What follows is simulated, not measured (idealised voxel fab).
The following is a process module called voxel double patterning.
Cross-section cut: width 140 nm, square cells of 5 nm.
If you're reading a cross-section in this doc, picture square cells in a grid; it comes to you as bands, top ones listed first down to the bottom, and a band can be one or more rows of cells. It is stipulated that each band's entry specify, in nanometres, the height of the top of the band and then that of its bottom, followed by the materials of the band in left-to-right sequence, each together with its width in nanometres. A single material marked by the word "throughout" is understood to fill the band from edge to edge; the word "blank" is understood to denote empty space. Height 0 is the level under which the wafer as received is all one material. The lowest band goes on downwards, as in "0 -> down". When a width is written as two numbers, as in "30->40", the first number is the width in the top row of cells of the band and the second is the width in its bottom row, and the width changes by the same amount from each row to the next. Step note "no alterations made" = no cross-section cell changed. Each empty space that has no open way to the top and spans at least 8 cells appears under "Tabulated closed voids" as width x height at distance, the distance counted from the left edge, all in nm. after a step's settings: what the simulator itself notes on the step. "overlay nm" on a masked step: distance the mask lay right of its planned place, negative for left.

Process steps - plan
| 1 | RECEIVE (material Si) |
| 2 | CONFORMAL_DEP (material SiO2; thk nm 5) |
| 3 | DIRECTIONAL_DEP (material W; thk nm 15) |
| 4 | DIRECTIONAL_DEP (material SiN; thk nm 5) |
| 5 | MASKED_ETCH (tone open; mask id FIRST; width nm 15; pitch nm 50; etch materials SiN; depth nm 5; overlay nm 0) |
| 6 | MASKED_ETCH (tone open; mask id SECOND; width nm 15; etch materials SiN; depth nm 5; overlay nm 0) |
| 7 | DIRECTIONAL_ETCH (etch materials W; depth nm 15) |
| 8 | STRIP (etch materials SiN) |

As-received state of the wafer in cross-section, equivalent to post-step 1
> 0 -> down: Si throughout
> Tabulated closed voids: none

Figure: cross-sectional view of the wafer upon completion of the module, processed from the initial state and according to the plan depicted above, with one error introduced during execution
> 20 -> 5: 35 blank, then 15 W, then 35 blank, then 15 W, then 40 blank
> 5 -> 0: SiO2 throughout
> 0 -> down: Si throughout
> Tabulated closed voids: none
In executing the process, a mistake was made relative to the plan: heads up, step 5 didn't go per plan, it actually ran as MASKED_ETCH (tone cover; mask id FIRST; width nm 15; pitch nm 50; etch materials SiN; depth nm 5; overlay nm 0)
